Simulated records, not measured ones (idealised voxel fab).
You're looking at the process module voxel tone inversion.
Cross-sectional view cut (width: 260 nm; square cell size: 5 nm).
Cross-section = grid of square cells, listed top down in bands; band = one or more rows. Top, bottom (nm), then materials left to right with widths (nm); lone material tagged "all across" fills the whole band edge to edge; "air" = empty space. Note: height 0 marks the level under which the wafer is uniformly one material as received. Lowest band unbounded below, written "0 -> down". Read "30 to 40" as a graded width: first number on top, second number at the bottom, same change between each pair of neighbouring rows. Key: "left unchanged" - step with no changed cell in the cross-section. "Closed internal voids" specifies each empty space that is not open to the top and that occupies no fewer than 8 cells, using the form width x height at distance, the distance measured from the left edge and all three quantities in nm. after a step's settings: what the simulator itself notes on the step. Among the settings permitted on a step's line is "overlay nm"; applied to a step with a mask, it specifies the extent to which the mask lay to the right of its planned position, whereas a negative figure signifies a position to the left.
PROCESS STEPS FORESEEN IN THE PLAN
1 op RECEIVE | material Si
2 op CONFORMAL_DEP | material SiN | thk nm 10
3 op DIRECTIONAL_DEP | material aC | thk nm 25
4 op PATTERN | tone cover | mask id POSTS | material resist | width nm 25 | pitch nm 50 | thk nm 20 | overlay nm 0
5 op DIRECTIONAL_ETCH | etch materials aC | depth nm 25
6 op STRIP | etch materials resist
7 op FILL_DEP | material SiO2 | thk nm 5
8 op CMP | height nm 35
9 op STRIP | etch materials aC
For clarity, it should be stated that the wafers under discussion commence in an identical condition and differ with respect to the thk nm of step 4, the plan indicating the value that the first wafer had.
THE AS-RECEIVED CROSS-SECTION OF THE FIRST OF SEVERAL WAFERS CORRESPONDS TO THE STATE AFTER STEP 1
	0 -> down: Si all across
	Closed internal voids: none
FIRST OF SEVERAL WAFERS: CROSS-SECTION AT THE END OF THE MODULE, AFTER STEP 9, ITS LAST STEP
	35 -> 30: SiO2 all across
	30 -> 10: SiO2 (65) / aC (25) / SiO2 (25) / aC (25) / SiO2 (25) / aC (25) / SiO2 (70)
	10 -> 0: SiN all across
	0 -> down: Si all across
	Closed internal voids: none
A CROSS-SECTION THROUGH THE LAST WAFER AT THE CLOSE OF THE MODULE
	35 -> 10: SiO2 (65) / air (25) / SiO2 (25) / air (25) / SiO2 (25) / air (25) / SiO2 (70)
	10 -> 0: SiN all across
	0 -> down: Si all across
	Closed internal voids: none
WHAT FOLLOWS IS A TABLE IN WHICH EACH WAFER OCCUPIES A ROW; FOR THE WAFER AS IT STANDS AT THE CLOSE OF THE MODULE, THE ROW STATES, MATERIAL BY MATERIAL, HOW MANY CELLS HAVE BEEN GAINED (+) OR LOST (-) SINCE RECEIPT, AND THEN GIVES ITS CLOSED VOIDS
thk nm 20 | +104 SiN | +200 SiO2 | +60 aC | Closed internal voids: none
thk nm 25 | +104 SiN | +185 SiO2 | Closed internal voids: none
thk nm 30 | +104 SiN | +185 SiO2 | Closed internal voids: none
thk nm 35 | +104 SiN | +185 SiO2 | Closed internal voids: none
thk nm 40 | +104 SiN | +185 SiO2 | Closed internal voids: none
thk nm 45 | +104 SiN | +185 SiO2 | Closed internal voids: none
